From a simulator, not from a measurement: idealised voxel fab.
process module | voxel gate over fins
cross-section cut | 260 nm wide | cells 5 nm
A cross-section is a grid of square cells, given in bands from the top down. A band is one or more rows of cells.
Each band's line starts with the height of the band's top and of its bottom, in nm. Then come its materials from left to right, each with its width in nm. One material with "throughout" fills the band from edge to edge. "air" is empty space.
Height 0 is the level under which the wafer as received is all one material. The lowest band goes on downwards, as in "0 down".
A width such as "30 to 40" changes by the same amount from each row of cells to the next, from the band's top row to its bottom row.
"no change" after a step means that no cell of the cross-section changed.
closed voids: empty space of 8 cells or more with no open way to the top, each as width x height at its distance from the left edge, in nm
after a step's settings: what the simulator itself notes on the step
overlay nm, on a step with a mask: how far to the right of its planned place the mask lay; to the left if negative
plan
1 op RECEIVE | material Si
2 op CONFORMAL_DEP | material SiN | thk nm 10
3 op MASKED_ETCH | tone cover | mask id FINS | width nm 15 | pitch nm 45 | etch materials SiN | depth nm 10 | overlay nm 0
4 op MASKED_ETCH | tone cover | mask id FINS | width nm 15 | pitch nm 45 | etch materials Si | depth nm 35 | overlay nm 0
5 op OXIDIZE | depth nm 5
6 op FILL_DEP | material SiO2 | thk nm 15
7 op CMP | height nm 10
8 op SELECTIVE_ETCH | etch materials SiO2 | depth nm 20
9 op STRIP | etch materials SiN
10 op CONFORMAL_DEP | material HfO2 | thk nm 5
11 op CONFORMAL_DEP | material TiN | thk nm 5
12 op CONFORMAL_DEP | material TiAl | thk nm 5
13 op CONFORMAL_DEP | material TiN | thk nm 5
14 op FILL_DEP | material W | thk nm 15
15 op CMP | height nm 30
16 op CONFORMAL_DEP | material SiN | thk nm 10
as received, after step 1
  0 down: Si throughout
  closed voids: none
first wafer at the end, as planned
  40 to 30: SiN throughout
  30 to 20: W throughout
  20 to 15: W 60 | TiN 135 | W 65
  15 to 10: W 60 | TiN 5 | TiAl 35 | TiN 10 | TiAl 35 | TiN 10 | TiAl 35 | TiN 5 | W 65
  10 to 5: TiN 65 | TiAl 5 | TiN 25 | TiAl 5 | TiN 10 | TiAl 5 | TiN 25 | TiAl 5 | TiN 10 | TiAl 5 | TiN 25 | TiAl 5 | TiN 70
  5 to 0: TiAl 70 | TiN 5 | HfO2 15 | TiN 5 | TiAl 20 | TiN 5 | HfO2 15 | TiN 5 | TiAl 20 | TiN 5 | HfO2 15 | TiN 5 | TiAl 75
  0 to -5: TiN 75 | HfO2 5 | Si 5 | HfO2 5 | TiN 30 | HfO2 5 | Si 5 | HfO2 5 | TiN 30 | HfO2 5 | Si 5 | HfO2 5 | TiN 80
  -5 to -10: HfO2 80 | Si 5 | HfO2 40 | Si 5 | HfO2 40 | Si 5 | HfO2 85
  -10 to -40: SiO2 80 | Si 5 | SiO2 40 | Si 5 | SiO2 40 | Si 5 | SiO2 85
  -40 down: Si throughout
  closed voids: none
second wafer at the end: like start, like plan, one mistake
  40 to 30: SiN throughout
  30 to 20: W throughout
  20 to 15: W 60 | TiN 135 | W 65
  15 to 10: W 60 | TiN 5 | TiAl 35 | TiN 10 | TiAl 35 | TiN 10 | TiAl 35 | TiN 5 | W 65
  10 to 5: TiN 65 | TiAl 5 | W 25 | TiAl 5 | TiN 10 | TiAl 5 | W 25 | TiAl 5 | TiN 10 | TiAl 5 | W 25 | TiAl 5 | TiN 70
  5 to 0: TiAl 70 | W 5 | HfO2 15 | W 5 | TiAl 20 | W 5 | HfO2 15 | W 5 | TiAl 20 | W 5 | HfO2 15 | W 5 | TiAl 75
  0 to -5: W 75 | HfO2 5 | Si 5 | HfO2 5 | W 30 | HfO2 5 | Si 5 | HfO2 5 | W 30 | HfO2 5 | Si 5 | HfO2 5 | W 80
  -5 to -10: HfO2 80 | Si 5 | HfO2 40 | Si 5 | HfO2 40 | Si 5 | HfO2 85
  -10 to -40: SiO2 80 | Si 5 | SiO2 40 | Si 5 | SiO2 40 | Si 5 | SiO2 85
  -40 down: Si throughout
  closed voids: none
what went wrong: step 11 ran as: op CONFORMAL_DEP | material W | thk nm 5
at the end the second wafer has, in cells: 64 fewer of TiN | 64 more of W
